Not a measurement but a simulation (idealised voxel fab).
The following is a process module called voxel ribs on slabs.
This is section cut - it's 295 nm across, gridded in 5 nm square cells.
In this document a cross-section is written as a grid of square cells. It is given as a series of bands, listed from the top down, and a band is one or more rows of cells. The entry gives the band's vertical extent as a top height and a bottom height in nm, then its horizontal make-up as materials from left to right, each with a width in nm. "empty" stands for empty space; a single material marked "edge to edge" fills the band edge to edge. A quick word on heights: they are counted from 0, and under that level the wafer as it came to us is one material throughout. The lowest band is different from the rest in having no bottom; it simply continues downward, written as in "top 0, no bottom". You'd read "30 to 40" like this: the band's top row of cells is as wide as the first number, its bottom row is as wide as the second, and going down, every row changes width by the same amount as the row before did. Key: "no alterations made" - step with no changed cell in the cross-section. Enclosed voids (no open way to top), threshold 8 cells or more, entry "Closed void table", notation width x height at distance, distance from left edge, nm. Anything after a step's settings on that line? It's the simulator's own note about the step. Regarding "overlay nm": on a step with a mask, it is the distance the mask lay to the right of its planned place; a negative value places it to the left.

## Planned step list for the process
| 1 | RECEIVE,material Si |
| 2 | DIRECTIONAL_DEP,material SiO2,thk nm 25 |
| 3 | DIRECTIONAL_DEP,material SiN,thk nm 25 |
| 4 | PATTERN,tone cover,mask id RIB,material resist,width nm 15,thk nm 15,overlay nm 0 |
| 5 | DIRECTIONAL_ETCH,etch materials SiN,depth nm 5 |
| 6 | STRIP,etch materials resist |
| 7 | MASKED_ETCH,tone cover,mask id SLAB,width nm 55,etch materials SiN,depth nm 20,overlay nm 0 |
| 8 | FILL_DEP,material SiO2,thk nm 30 |
| 9 | CMP,height nm 70 |
| 10 | DIRECTIONAL_DEP,material TiN,thk nm 10 |
| 11 | MASKED_ETCH,tone cover,mask id HEATER,width nm 25,etch materials TiN,depth nm 10,overlay nm 0 |
| 12 | CONFORMAL_DEP,material SiO2,thk nm 5 |

## The first of a set of two wafers, run to plan

## as received, after step 1
* top 0, no bottom  Si edge to edge
* Closed void table: none

## So this is the wafer cross-section right after step 2
* top 25, bottom 0  SiO2 edge to edge
* Nothing below the height 0 has changed.

## So this is the wafer cross-section right after step 3
* top 50, bottom 25  SiN edge to edge
* Nothing below the height 25 has changed.

## So this is the wafer cross-section right after step 4
* top 65, bottom 50  empty=140  resist=15  empty=140
* Nothing below the height 50 has changed.

## So this is the wafer cross-section right after step 5
* top 65, bottom 50  empty=140  resist=15  empty=140
* top 50, bottom 45  empty=140  SiN=15  empty=140
* Nothing below the height 45 has changed.

## So this is the wafer cross-section right after step 6
* top 50, bottom 45  empty=140  SiN=15  empty=140
* Nothing below the height 45 has changed.

## So this is the wafer cross-section right after step 7
* top 50, bottom 45  empty=140  SiN=15  empty=140
* top 45, bottom 25  empty=120  SiN=55  empty=120
* Nothing below the height 25 has changed.

## So this is the wafer cross-section right after step 8
* top 80, bottom 50  SiO2 edge to edge
* top 50, bottom 45  SiO2=140  SiN=15  SiO2=140
* top 45, bottom 25  SiO2=120  SiN=55  SiO2=120
* Nothing below the height 25 has changed.

## So this is the wafer cross-section right after step 9
* top 70, bottom 50  SiO2 edge to edge
* Nothing below the height 50 has changed.

## So this is the wafer cross-section right after step 10
* top 80, bottom 70  TiN edge to edge
* Nothing below the height 70 has changed.

## So this is the wafer cross-section right after step 11
* top 80, bottom 70  empty=135  TiN=25  empty=135
* Nothing below the height 70 has changed.

## So this is the wafer cross-section right after step 12
* top 85, bottom 80  empty=130  SiO2=35  empty=130
* top 80, bottom 75  empty=130  SiO2=5  TiN=25  SiO2=5  empty=130
* top 75, bottom 70  SiO2=135  TiN=25  SiO2=135
* Nothing below the height 70 has changed.

## Second Wafer (Identical Start and Plan, One Processing Error; Matches First Wafer Through Step 1)

## The second wafer in cross-section, at the planned close of step 2
* top 35, bottom 0  SiO2 edge to edge
* Nothing below the height 0 has changed.

## The second wafer in cross-section, at the planned close of step 3
* top 60, bottom 35  SiN edge to edge
* Nothing below the height 35 has changed.

## The second wafer in cross-section, at the planned close of step 4
* top 75, bottom 60  empty=140  resist=15  empty=140
* Nothing below the height 60 has changed.

## The second wafer in cross-section, at the planned close of step 5
* top 75, bottom 60  empty=140  resist=15  empty=140
* top 60, bottom 55  empty=140  SiN=15  empty=140
* Nothing below the height 55 has changed.

## The second wafer in cross-section, at the planned close of step 6
* top 60, bottom 55  empty=140  SiN=15  empty=140
* Nothing below the height 55 has changed.

## The second wafer in cross-section, at the planned close of step 7
* top 60, bottom 55  empty=140  SiN=15  empty=140
* top 55, bottom 35  empty=120  SiN=55  empty=120
* Nothing below the height 35 has changed.

## The second wafer in cross-section, at the planned close of step 8
* top 90, bottom 60  SiO2 edge to edge
* top 60, bottom 55  SiO2=140  SiN=15  SiO2=140
* top 55, bottom 35  SiO2=120  SiN=55  SiO2=120
* Nothing below the height 35 has changed.

## The second wafer in cross-section, at the planned close of step 9
* top 70, bottom 60  SiO2 edge to edge
* Nothing below the height 60 has changed.

## The second wafer in cross-section, at the planned close of step 10
* top 80, bottom 70  TiN edge to edge
* Nothing below the height 70 has changed.

## The second wafer in cross-section, at the planned close of step 11
* top 80, bottom 70  empty=135  TiN=25  empty=135
* Nothing below the height 70 has changed.

## The second wafer in cross-section, at the planned close of step 12
* top 85, bottom 80  empty=130  SiO2=35  empty=130
* top 80, bottom 75  empty=130  SiO2=5  TiN=25  SiO2=5  empty=130
* top 75, bottom 70  SiO2=135  TiN=25  SiO2=135
* Nothing below the height 70 has changed.
It is concluded that the wafer was processed incorrectly with respect to the plan, in that step 2 did not use the planned setting and instead ran as DIRECTIONAL_DEP,material SiO2,thk nm 35
Matching per-material cell counts, mismatched positions: that is how the second wafer compares with the first at the end.
